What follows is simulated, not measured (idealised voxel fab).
A process module follows: voxel self aligned vias.
Cross-sectional view cut (width: 270 nm; square cell size: 5 nm).
Bands, listed from the top down, are how a cross-section gets written in this document; the cross-section itself is a grid of square cells, and a band is one or more rows of them. The band entry comprises the height of the band's top followed by the height of its bottom, expressed in nm, and subsequently the band's materials from left to right, each stated together with its width in nm. Where a single material is marked with the word "edge to edge", that material fills the band from edge to edge. The word "empty" represents empty space. It should be noted that heights are counted from 0, beneath which the wafer as supplied is of one material throughout, and that the lowest band possesses no lower boundary but continues downward, as written in "0 down". Think of "30->40" as a width that walks from the first number to the second as you go down the band, top row to bottom row, taking equal-sized steps from row to row. When a step is marked "nothing different", none of the cells in the cross-section changed during that step. For the entry "Entrapped voids", the listed items are empty spaces with no open way to the top whose size is 8 cells or more; each item follows the pattern width x height at distance, where distance is from the left edge and all three are in nm. Whatever follows a step's settings on its line is a remark the simulator itself makes about that step. overlay nm: mask right of planned place by this much (step with mask). Neg. = left.
## So here's the lineup of process steps we planned
- 1: RECEIVE (material Si)
- 2: CONFORMAL_DEP (material SiO2; thk nm 15)
- 3: CONFORMAL_DEP (material SiCN; thk nm 5)
- 4: DIRECTIONAL_DEP (material lowk; thk nm 30)
- 5: DIRECTIONAL_DEP (material aC; thk nm 10)
- 6: PATTERN (tone open; mask id LINES; material resist; width nm 20; pitch nm 50; thk nm 30; overlay nm 0)
- 7: DIRECTIONAL_ETCH (etch materials aC; depth nm 10)
- 8: STRIP (etch materials resist)
- 9: DIRECTIONAL_ETCH (etch materials lowk; depth nm 30)
- 10: STRIP (etch materials aC)
- 11: CONFORMAL_DEP (material TiN; thk nm 5)
- 12: FILL_DEP (material Ru; thk nm 10)
- 13: CMP (height nm 50)
- 14: SELECTIVE_ETCH (etch materials W Ru TiN; depth nm 10)
- 15: FILL_DEP (material SiN; thk nm 5)
- 16: CMP (height nm 50)
- 17: DIRECTIONAL_DEP (material lowk; thk nm 20)
- 18: DIRECTIONAL_DEP (material aC; thk nm 15)
- 19: PATTERN (tone open; mask id VIAS; material resist; width nm 30; pitch nm 50; thk nm 35; overlay nm 0)
- 20: DIRECTIONAL_ETCH (etch materials aC; depth nm 15)
- 21: STRIP (etch materials resist)
- 22: DIRECTIONAL_ETCH (etch materials lowk; depth nm 20)
- 23: DIRECTIONAL_ETCH (etch materials SiN; depth nm 10)
- 24: STRIP (etch materials aC)
- 25: CONFORMAL_DEP (material TiN; thk nm 5)
- 26: FILL_DEP (material W; thk nm 10)
- 27: CMP (height nm 70)
- 28: CONFORMAL_DEP (material SiN; thk nm 5)
## Cross-section of the wafer at receipt, which is the condition after step 1
0 down | Si edge to edge
Entrapped voids: none
## Cross-section at module end, one run error; start and plan unchanged from above
75 to 70 | SiN edge to edge
70 to 55 | 95 nm lowk  5 nm TiN  20 nm W  5 nm TiN  20 nm lowk  5 nm TiN  20 nm W  5 nm TiN  95 nm lowk
55 to 50 | 95 nm lowk  30 nm TiN  20 nm lowk  30 nm TiN  95 nm lowk
50 to 40 | 95 nm SiN  5 nm TiN  20 nm lowk  5 nm TiN  20 nm SiN  5 nm TiN  20 nm lowk  5 nm TiN  95 nm SiN
40 to 25 | 95 nm Ru  5 nm TiN  20 nm lowk  5 nm TiN  20 nm Ru  5 nm TiN  20 nm lowk  5 nm TiN  95 nm Ru
25 to 20 | 100 nm TiN  20 nm lowk  30 nm TiN  20 nm lowk  100 nm TiN
20 to 15 | SiCN edge to edge
15 to 0 | SiO2 edge to edge
0 down | Si edge to edge
Entrapped voids: none
Deviation from plan: step 6: run off-plan, actual operation and settings PATTERN (tone cover; mask id LINES; material resist; width nm 20; pitch nm 50; thk nm 30; overlay nm 0)
